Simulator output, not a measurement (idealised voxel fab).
process module | voxel capacitor over wiring
cross-section cut | 210 nm wide | cells 5 nm
A cross-section is a grid of square cells, given in bands from the top down. A band is one or more rows of cells.
Each band's line starts with the height of the band's top and of its bottom, in nm. Then come its materials from left to right, each with its width in nm. One material with "throughout" fills the band from edge to edge. "air" is empty space.
Height 0 is the level under which the wafer as received is all one material. The lowest band goes on downwards, as in "0 down".
A width such as "30 to 40" changes by the same amount from each row of cells to the next, from the band's top row to its bottom row.
"no change" after a step means that no cell of the cross-section changed.
closed voids: empty space of 8 cells or more with no open way to the top, each as width x height at its distance from the left edge, in nm
after a step's settings: what the simulator itself notes on the step
overlay nm, on a step with a mask: how far to the right of its planned place the mask lay; to the left if negative
plan
1 op RECEIVE | material Si
2 op CONFORMAL_DEP | material SiO2 | thk nm 15
3 op CONFORMAL_DEP | material SiCN | thk nm 5
4 op DIRECTIONAL_DEP | material SiO2 | thk nm 20
5 op PATTERN | tone open | mask id METAL_1 | material resist | width nm 20 | pitch nm 80 | thk nm 15 | overlay nm 0
6 op DIRECTIONAL_ETCH | etch materials SiO2 | depth nm 20
7 op DIRECTIONAL_ETCH | etch materials SiCN | depth nm 5
8 op STRIP | etch materials resist
9 op CONFORMAL_DEP | material TiN | thk nm 5
10 op FILL_DEP | material W | thk nm 10
11 op CMP | height nm 40
12 op EPI | material Ru | thk nm 5
13 op FILL_DEP | material SiCN | thk nm 5
14 op DIRECTIONAL_DEP | material lowk | thk nm 15
15 op MASKED_ETCH | tone open | mask id PLUG_1 | width nm 15 | etch materials lowk | depth nm 15 | overlay nm 0
16 op MASKED_ETCH | tone open | mask id PLUG_1 | width nm 15 | etch materials SiCN | depth nm 5 | overlay nm 0
17 op EPI | material Ru | thk nm 10
18 op EPI | material Ru | thk nm 10
19 op DIRECTIONAL_DEP | material TiN | thk nm 5
20 op DIRECTIONAL_DEP | material HfO2 | thk nm 5
21 op DIRECTIONAL_DEP | material TiN | thk nm 5
22 op PATTERN | tone cover | mask id UPPER_PLATE | material resist | width nm 65 | thk nm 20 | overlay nm 0
23 op DIRECTIONAL_ETCH | etch materials TiN | depth nm 5
24 op DIRECTIONAL_ETCH | etch materials HfO2 | depth nm 5
25 op STRIP | etch materials resist
26 op MASKED_ETCH | tone cover | mask id LOWER_PLATE | width nm 75 | etch materials TiN | depth nm 5 | overlay nm 0
27 op FILL_DEP | material SiO2 | thk nm 20
28 op CMP | height nm 95
29 op PATTERN | tone open | mask id PLUG_2 | material resist | width nm 15 | thk nm 20 | overlay nm 0
30 op DIRECTIONAL_ETCH | etch materials SiO2 | depth nm 15
31 op STRIP | etch materials resist
32 op CONFORMAL_DEP | material TiN | thk nm 5
33 op FILL_DEP | material Cu | thk nm 10
34 op CMP | height nm 95
35 op CONFORMAL_DEP | material SiN | thk nm 5
first wafer, as planned
as received, after step 1
  0 down: Si throughout
  closed voids: none
after step 2
  15 to 0: SiO2 throughout
  below 0: unchanged
after step 3
  20 to 15: SiCN throughout
  below 15: unchanged
after step 4
  40 to 20: SiO2 throughout
  below 20: unchanged
after step 5
  55 to 40: resist 55 | air 20 | resist 60 | air 20 | resist 55
  below 40: unchanged
after step 6
  55 to 40: resist 55 | air 20 | resist 60 | air 20 | resist 55
  40 to 20: SiO2 55 | air 20 | SiO2 60 | air 20 | SiO2 55
  below 20: unchanged
after step 7
  55 to 40: resist 55 | air 20 | resist 60 | air 20 | resist 55
  40 to 20: SiO2 55 | air 20 | SiO2 60 | air 20 | SiO2 55
  20 to 15: SiCN 55 | air 20 | SiCN 60 | air 20 | SiCN 55
  below 15: unchanged
after step 8
  40 to 20: SiO2 55 | air 20 | SiO2 60 | air 20 | SiO2 55
  below 20: unchanged
after step 9
  45 to 40: TiN 60 | air 10 | TiN 70 | air 10 | TiN 60
  40 to 20: SiO2 55 | TiN 5 | air 10 | TiN 5 | SiO2 60 | TiN 5 | air 10 | TiN 5 | SiO2 55
  20 to 15: SiCN 55 | TiN 20 | SiCN 60 | TiN 20 | SiCN 55
  below 15: unchanged
after step 10
  55 to 45: W throughout
  45 to 40: TiN 60 | W 10 | TiN 70 | W 10 | TiN 60
  40 to 20: SiO2 55 | TiN 5 | W 10 | TiN 5 | SiO2 60 | TiN 5 | W 10 | TiN 5 | SiO2 55
  below 20: unchanged
after step 11
  40 to 20: SiO2 55 | TiN 5 | W 10 | TiN 5 | SiO2 60 | TiN 5 | W 10 | TiN 5 | SiO2 55
  below 20: unchanged
after step 12
  45 to 40: air 50 | Ru 30 | air 50 | Ru 30 | air 50
  below 40: unchanged
after step 13
  50 to 45: SiCN throughout
  45 to 40: SiCN 50 | Ru 30 | SiCN 50 | Ru 30 | SiCN 50
  below 40: unchanged
after step 14
  65 to 50: lowk throughout
  below 50: unchanged
after step 15
  65 to 50: lowk 60 | air 15 | lowk 135
  below 50: unchanged
after step 16
  65 to 50: lowk 60 | air 15 | lowk 135
  50 to 45: SiCN 60 | air 15 | SiCN 135
  below 45: unchanged
after step 17
  65 to 55: lowk 60 | air 15 | lowk 135
  55 to 50: lowk 60 | Ru 15 | lowk 135
  50 to 45: SiCN 60 | Ru 15 | SiCN 135
  below 45: unchanged
after step 18
  65 to 50: lowk 60 | Ru 15 | lowk 135
  below 50: unchanged
after step 19
  70 to 65: TiN throughout
  below 65: unchanged
after step 20
  75 to 70: HfO2 throughout
  below 70: unchanged
after step 21
  80 to 75: TiN throughout
  below 75: unchanged
after step 22
  100 to 80: air 60 | resist 65 | air 85
  below 80: unchanged
after step 23
  100 to 80: air 60 | resist 65 | air 85
  80 to 75: air 60 | TiN 65 | air 85
  below 75: unchanged
after step 24
  100 to 80: air 60 | resist 65 | air 85
  80 to 75: air 60 | TiN 65 | air 85
  75 to 70: air 60 | HfO2 65 | air 85
  below 70: unchanged
after step 25
  80 to 75: air 60 | TiN 65 | air 85
  below 75: unchanged
after step 26
  80 to 75: air 60 | TiN 65 | air 85
  75 to 70: air 60 | HfO2 65 | air 85
  70 to 65: air 55 | TiN 75 | air 80
  below 65: unchanged
after step 27
  100 to 80: SiO2 throughout
  80 to 75: SiO2 60 | TiN 65 | SiO2 85
  75 to 70: SiO2 60 | HfO2 65 | SiO2 85
  70 to 65: SiO2 55 | TiN 75 | SiO2 80
  below 65: unchanged
after step 28
  95 to 80: SiO2 throughout
  below 80: unchanged
after step 29
  115 to 95: resist 70 | air 15 | resist 125
  below 95: unchanged
after step 30
  115 to 95: resist 70 | air 15 | resist 125
  95 to 80: SiO2 70 | air 15 | SiO2 125
  below 80: unchanged
after step 31
  95 to 80: SiO2 70 | air 15 | SiO2 125
  below 80: unchanged
after step 32
  100 to 95: TiN 75 | air 5 | TiN 130
  95 to 85: SiO2 70 | TiN 5 | air 5 | TiN 5 | SiO2 125
  85 to 75: SiO2 70 to 60 | TiN 15 to 65 | SiO2 125 to 85
  below 75: unchanged
after step 33
  110 to 100: Cu throughout
  100 to 95: TiN 75 | Cu 5 | TiN 130
  95 to 85: SiO2 70 | TiN 5 | Cu 5 | TiN 5 | SiO2 125
  below 85: unchanged
after step 34
  95 to 85: SiO2 70 | TiN 5 | Cu 5 | TiN 5 | SiO2 125
  below 85: unchanged
after step 35
  100 to 95: SiN throughout
  below 95: unchanged
second wafer: like start, like plan, one mistake. Through step 13 it matches the first wafer
when step 14 should have ended
  80 to 50: lowk throughout
  below 50: unchanged
when step 15 should have ended
  80 to 65: lowk 60 | air 15 | lowk 135
  below 65: unchanged
when step 16 should have ended: no change
when step 17 should have ended: no change
when step 18 should have ended: no change
when step 19 should have ended
  85 to 80: TiN 60 | air 15 | TiN 135
  80 to 70: lowk 60 | air 15 | lowk 135
  70 to 65: lowk 60 | TiN 15 | lowk 135
  below 65: unchanged
when step 20 should have ended
  90 to 85: HfO2 60 | air 15 | HfO2 135
  85 to 80: TiN 60 | air 15 | TiN 135
  80 to 75: lowk 60 | air 15 | lowk 135
  75 to 70: lowk 60 | HfO2 15 | lowk 135
  below 70: unchanged
when step 21 should have ended
  95 to 90: TiN 60 | air 15 | TiN 135
  90 to 85: HfO2 60 | air 15 | HfO2 135
  85 to 80: TiN 60 | air 15 | TiN 135
  80 to 75: lowk 60 | TiN 15 | lowk 135
  below 75: unchanged
when step 22 should have ended
  115 to 95: air 60 | resist 65 | air 85
  95 to 90: TiN 60 | resist 15 | TiN 135
  90 to 85: HfO2 60 | resist 15 | HfO2 135
  85 to 80: TiN 60 | resist 15 | TiN 135
  below 80: unchanged
when step 23 should have ended
  115 to 95: air 60 | resist 65 | air 85
  95 to 90: air 60 | resist 15 | TiN 50 | air 85
  below 90: unchanged
when step 24 should have ended
  115 to 95: air 60 | resist 65 | air 85
  95 to 90: air 60 | resist 15 | TiN 50 | air 85
  90 to 85: air 60 | resist 15 | HfO2 50 | air 85
  below 85: unchanged
when step 25 should have ended
  95 to 90: air 75 | TiN 50 | air 85
  90 to 85: air 75 | HfO2 50 | air 85
  85 to 80: TiN 60 | air 15 | TiN 135
  below 80: unchanged
when step 26 should have ended
  95 to 90: air 75 | TiN 50 | air 85
  90 to 85: air 75 | HfO2 50 | air 85
  85 to 80: air 55 | TiN 5 | air 15 | TiN 55 | air 80
  below 80: unchanged
when step 27 should have ended
  115 to 95: SiO2 throughout
  95 to 90: SiO2 75 | TiN 50 | SiO2 85
  90 to 85: SiO2 75 | HfO2 50 | SiO2 85
  85 to 80: SiO2 55 | TiN 5 | SiO2 15 | TiN 55 | SiO2 80
  below 80: unchanged
when step 28 should have ended
  95 to 90: SiO2 75 | TiN 50 | SiO2 85
  below 90: unchanged
when step 29 should have ended
  115 to 95: resist 70 | air 15 | resist 125
  below 95: unchanged
when step 30 should have ended
  115 to 95: resist 70 | air 15 | resist 125
  95 to 90: SiO2 70 | air 5 | TiN 50 | SiO2 85
  90 to 85: SiO2 70 | air 5 | HfO2 50 | SiO2 85
  85 to 80: SiO2 55 | TiN 5 | SiO2 10 | air 5 | TiN 55 | SiO2 80
  below 80: unchanged
when step 31 should have ended
  95 to 90: SiO2 70 | air 5 | TiN 50 | SiO2 85
  below 90: unchanged
when step 32 should have ended
  100 to 95: TiN throughout
  95 to 90: SiO2 70 | TiN 55 | SiO2 85
  90 to 85: SiO2 70 | TiN 5 | HfO2 50 | SiO2 85
  85 to 80: SiO2 55 | TiN 5 | SiO2 10 | TiN 60 | SiO2 80
  below 80: unchanged
when step 33 should have ended
  110 to 100: Cu throughout
  below 100: unchanged
when step 34 should have ended
  95 to 90: SiO2 70 | TiN 55 | SiO2 85
  below 90: unchanged
when step 35 should have ended
  100 to 95: SiN throughout
  below 95: unchanged
what went wrong: step 14 was run twice
at the end the second wafer has, in cells: 2 fewer of Cu | 12 fewer of Ru | 3 more of SiCN | 111 fewer of SiO2 | 4 fewer of TiN | 126 more of lowk
